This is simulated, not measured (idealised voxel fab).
This is a process module. Its name is voxel transistor to metal.
The figure presents cross-section cut, which has a width of 150 nm and is divided into square cells with an edge length of 5 nm.
Cross-sections here: square-cell grids, written as top-down lists of bands, a band being one or more rows of cells. Quick guide to a band line: top height, bottom height (nm) up front; then every material left to right with its width in nm. Only one material and it's marked "full width"? Then it fills the band edge to edge. And "blank" just means empty space. Heads up on the height convention: 0 is the point under which the incoming wafer is all one material, and the lowest band has no bottom, it just keeps going down, like "from 0 down". A width given as "30 to 40" starts at the first number in the band's top row and ends at the second number in its bottom row, shifting by an equal amount at every step from row to row. A step reported as "nothing was modified" is a step in which no cell of the cross-section changed. Empty spaces counting at least 8 cells and having no open way to the top are listed in "Unvented internal voids". The notation width x height at distance is used for each, the distance being from the left edge and all three values in nm. after a step's settings: what the simulator itself notes on the step. overlay nm: how far to the right of its planned place the mask lay on this masked step (negative: to the left).
-- Process steps foreseen in the plan
1,op RECEIVE | material Si
2,op CONFORMAL_DEP | material SiO2 | thk nm 5
3,op CONFORMAL_DEP | material SiN | thk nm 10
4,op PATTERN | tone cover | mask id ACTIVE | material resist | width nm 115 | thk nm 15 | overlay nm 0
5,op DIRECTIONAL_ETCH | etch materials SiN | depth nm 10
6,op DIRECTIONAL_ETCH | etch materials SiO2 | depth nm 5
7,op DIRECTIONAL_ETCH | etch materials Si | depth nm 20
8,op STRIP | etch materials resist
9,op FILL_DEP | material SiO2 | thk nm 15
10,op CMP | height nm 15
11,op SELECTIVE_ETCH | etch materials SiO2 | depth nm 10
12,op STRIP | etch materials SiN
13,op SELECTIVE_ETCH | etch materials SiO2 | depth nm 5
14,op OXIDIZE | depth nm 5
15,op DIRECTIONAL_DEP | material polySi | thk nm 20
16,op DIRECTIONAL_DEP | material SiCN | thk nm 10
17,op DIRECTIONAL_DEP | material aC | thk nm 10
18,op PATTERN | tone cover | mask id GATE | material resist | width nm 35 | thk nm 30 | overlay nm 0
19,op DIRECTIONAL_ETCH | etch materials aC | depth nm 10
20,op STRIP | etch materials resist
21,op DIRECTIONAL_ETCH | etch materials SiCN | depth nm 20
22,op DIRECTIONAL_ETCH | etch materials polySi | depth nm 30
23,op STRIP | etch materials aC
24,op CONFORMAL_DEP | material SiN | thk nm 5
25,op DIRECTIONAL_ETCH | etch materials SiN | depth nm 5
26,op DIRECTIONAL_ETCH | etch materials SiO2 | depth nm 5
27,op DIRECTIONAL_ETCH | etch materials Si | depth nm 5
28,op EPI | material SiGe | thk nm 10
29,op FILL_DEP | material SiO2 | thk nm 10
30,op CMP | height nm 20
31,op STRIP | etch materials polySi
32,op SELECTIVE_ETCH | etch materials SiO2 | depth nm 5
33,op CONFORMAL_DEP | material HfO2 | thk nm 5
34,op CONFORMAL_DEP | material TiN | thk nm 5
35,op FILL_DEP | material W | thk nm 5
36,op CMP | height nm 15
37,op DIRECTIONAL_DEP | material SiO2 | thk nm 10
38,op PATTERN | tone open | mask id CONTACT | material resist | width nm 15 | pitch nm 90 | thk nm 20 | overlay nm 0
39,op DIRECTIONAL_ETCH | etch materials SiO2 | depth nm 25
40,op STRIP | etch materials resist
41,op CONFORMAL_DEP | material TiN | thk nm 5
42,op FILL_DEP | material W | thk nm 5
43,op CMP | height nm 25
44,op CONFORMAL_DEP | material SiCN | thk nm 5
45,op DIRECTIONAL_DEP | material lowk | thk nm 20
46,op PATTERN | tone open | mask id METAL_1 | material resist | width nm 15 | pitch nm 90 | thk nm 15 | overlay nm 0
47,op DIRECTIONAL_ETCH | etch materials lowk | depth nm 20
48,op DIRECTIONAL_ETCH | etch materials SiCN | depth nm 5
49,op STRIP | etch materials resist
50,op CONFORMAL_DEP | material TiN | thk nm 5
51,op FILL_DEP | material Ru | thk nm 5
52,op CMP | height nm 50
53,op EPI | material Ru | thk nm 5
54,op FILL_DEP | material SiCN | thk nm 5
-- Incoming wafer, cross-sectional view, post step 1
from 0 down: Si full width
Unvented internal voids: none
-- Wafer at module end, in section. Began as above, planned as above, run with one mistake
from 60 to 55: SiCN full width
from 55 to 50: SiCN: 15; Ru: 25; SiCN: 65; Ru: 25; SiCN: 20
from 50 to 30: lowk: 20; TiN: 5; Ru: 5; TiN: 5; lowk: 75; TiN: 5; Ru: 5; TiN: 5; lowk: 25
from 30 to 25: SiCN: 20; TiN: 15; SiCN: 75; TiN: 15; SiCN: 25
from 25 to 15: SiO2: 20; TiN: 5; W: 5; TiN: 5; SiO2: 75; TiN: 5; W: 5; TiN: 5; SiO2: 25
from 15 to 5: SiO2: 20; TiN: 5; W: 5; TiN: 5; SiO2: 15; SiN: 5; HfO2: 5; TiN: 5; W: 15; TiN: 5; HfO2: 5; SiN: 5; SiO2: 15; TiN: 5; W: 5; TiN: 5; SiO2: 25
from 5 to 0: SiO2: 20; TiN: 15; SiO2: 15; SiN: 5; HfO2: 5; TiN: 25; HfO2: 5; SiN: 5; SiO2: 15; TiN: 15; SiO2: 25
from 0 to -5: SiGe: 20; SiO2: 30; HfO2: 45; SiO2: 30; SiGe: 25
from -5 to -10: SiGe: 15; SiO2: 115; SiGe: 20
from -10 to -20: Si: 15; SiO2: 115; Si: 20
from -20 down: Si full width
Unvented internal voids: none
What went wrong in running the wafer? step 4 was not run as planned; what actually ran was op PATTERN | tone open | mask id ACTIVE | material resist | width nm 115 | thk nm 15 | overlay nm 0
